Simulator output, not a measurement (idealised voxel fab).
Proc. module: voxel ribs on slabs
This is section cut - it's 195 nm across, gridded in 5 nm square cells.
Format of a cross-section: grid, square cells. Given as bands. Order: top down. Band: one or more rows of cells. A band entry consists of two parts. The first gives the height of the band's top and the height of its bottom, in nm. The rest lists the band's materials from left to right, each with its width in nm. A single material labelled with the word "edge to edge" fills the band from edge to edge, and the word "air" marks empty space. Convention: height 0 is the level below which the wafer, as received, is all one material. The lowest band does not terminate at the bottom but continues downward, represented as "0..down". Width: "30->40" (first number = top row, second number = bottom row, same change from row to row of cells). "identical to before", as given for a step, is the statement that not any cell of the cross-section underwent a change during that step. The entry "Closed void inventory" lists the empty spaces that cover at least 8 cells and have no open path to the top. Each is written as width x height at distance, where the distance is measured from the left edge and all three values are in nm. The remark found on a step's line after its settings is issued by the simulator itself and pertains to that step. The setting "overlay nm" may be written on the line of a step. When the step uses a mask, the value reports how far to the right of the planned place the mask lay, and a negative value reports that it lay to the left.

## Planned process steps
- 1: RECEIVE with material Si
- 2: DIRECTIONAL_DEP with material SiO2, thk nm 30
- 3: DIRECTIONAL_DEP with material SiN, thk nm 25
- 4: PATTERN with tone cover, mask id RIB, material resist, width nm 30, thk nm 15, overlay nm 0
- 5: DIRECTIONAL_ETCH with etch materials SiN, depth nm 15
- 6: STRIP with etch materials resist
- 7: DIRECTIONAL_DEP with material aC, thk nm 10
- 8: PATTERN with tone cover, mask id SLAB, material resist, width nm 70, thk nm 25, overlay nm 0
- 9: DIRECTIONAL_ETCH with etch materials aC, depth nm 10
- 10: STRIP with etch materials resist
- 11: DIRECTIONAL_ETCH with etch materials SiN, depth nm 10
- 12: STRIP with etch materials aC
- 13: FILL_DEP with material SiO2, thk nm 25
- 14: CMP with height nm 70
- 15: DIRECTIONAL_DEP with material W, thk nm 10
- 16: DIRECTIONAL_DEP with material aC, thk nm 15
- 17: PATTERN with tone cover, mask id HEATER, material resist, width nm 40, thk nm 35, overlay nm 0
- 18: DIRECTIONAL_ETCH with etch materials aC, depth nm 15
- 19: STRIP with etch materials resist
- 20: DIRECTIONAL_ETCH with etch materials W, depth nm 10
- 21: STRIP with etch materials aC
- 22: CONFORMAL_DEP with material SiO2, thk nm 10

## Step 1 complete: cross-section of the wafer as received
> 0..down  Si edge to edge
> Closed void inventory: none

## Cross-sectional view of the first of the two wafers upon completion of the module, processed in accordance with the plan
> 90..80  air: 65 / SiO2: 60 / air: 70
> 80..70  SiO2: 75 / W: 40 / SiO2: 80
> 70..55  SiO2 edge to edge
> 55..40  SiO2: 80 / SiN: 30 / SiO2: 85
> 40..30  SiO2: 60 / SiN: 70 / SiO2: 65
> 30..0  SiO2 edge to edge
> 0..down  Si edge to edge
> Closed void inventory: none

## This is the second of the two wafers, cross-sectioned at the end of the module; it started exactly like the first and was given the same plan, but it was run with one mistake
> 95..85  SiO2 edge to edge
> 85..70  W edge to edge
> 70..55  SiO2 edge to edge
> 55..40  SiO2: 80 / SiN: 30 / SiO2: 85
> 40..30  SiO2: 60 / SiN: 70 / SiO2: 65
> 30..0  SiO2 edge to edge
> 0..down  Si edge to edge
> Closed void inventory: none
what went wrong: step 16 ran as: DIRECTIONAL_DEP with material W, thk nm 15
Wrapping up, a cell-based count of both wafers puts the second over or under the first for these materials: -8 SiO2; +101 W
